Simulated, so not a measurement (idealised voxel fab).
Module name: voxel lift off (process module)
The width of the displayed cross-section, cut, is 280 nm; its cells are square, with a size of 5 nm.
Think of the cross-section as a grid of square cells. We describe it in bands, top to bottom, and each band covers one or more rows of those cells. A band entry consists of two parts. The first gives the height of the band's top and the height of its bottom, in nm. The rest lists the band's materials from left to right, each with its width in nm. A single material labelled with the word "edge to edge" fills the band from edge to edge, and the word "blank" marks empty space. Heights are measured from 0, the level below which the as-received wafer is all one material; the lowest band has no bottom and continues downward, written as in "from 0 down". A width given as "30->40" starts at the first number in the band's top row and ends at the second number in its bottom row, shifting by an equal amount at every step from row to row. No cell of the cross-section changed in a step that is given as "no modifications". The label "Tabulated closed voids" introduces a list of the empty spaces, 8 cells or larger, that have no open way up to the top; each entry in it reads width x height at distance, where the distance is taken from the left edge and all three are stated in nm. Where a step's line continues beyond its settings, the continuation is a remark by the simulator itself on that step. overlay nm: right-of-plan distance of the mask on a masked step; negative values mean left-of-plan.
[plan]
| 1 | RECEIVE (material Si) |
| 2 | CONFORMAL_DEP (material SiN; thk nm 10) |
| 3 | PATTERN (tone open; mask id LINES; material resist; width nm 15; pitch nm 35; thk nm 25; overlay nm 0) |
| 4 | DIRECTIONAL_DEP (material Ru; thk nm 10) |
| 5 | STRIP (etch materials resist) |
| 6 | CONFORMAL_DEP (material SiO2; thk nm 5) |
[Cross-section, incoming material, after step 1]
- from 0 down = Si edge to edge
- Tabulated closed voids: none
[Wafer cross-section at end of module: start and plan as shown above, one execution error]
- from 25 to 20 = blank=75; SiO2=30; blank=5; SiO2=30; blank=5; SiO2=30; blank=5; SiO2=30; blank=70
- from 20 to 15 = blank=75; SiO2=5; Ru=20; SiO2=5; blank=5; SiO2=5; Ru=20; SiO2=5; blank=5; SiO2=5; Ru=20; SiO2=5; blank=5; SiO2=5; Ru=20; SiO2=5; blank=70
- from 15 to 10 = SiO2=80; Ru=20; SiO2=15; Ru=20; SiO2=15; Ru=20; SiO2=15; Ru=20; SiO2=75
- from 10 to 0 = SiN edge to edge
- from 0 down = Si edge to edge
- Tabulated closed voids: none
In executing the process, a mistake was made relative to the plan: step 3 ran with different settings than intended, the actual operation and settings being PATTERN (tone open; mask id LINES; material resist; width nm 20; pitch nm 35; thk nm 25; overlay nm 0)
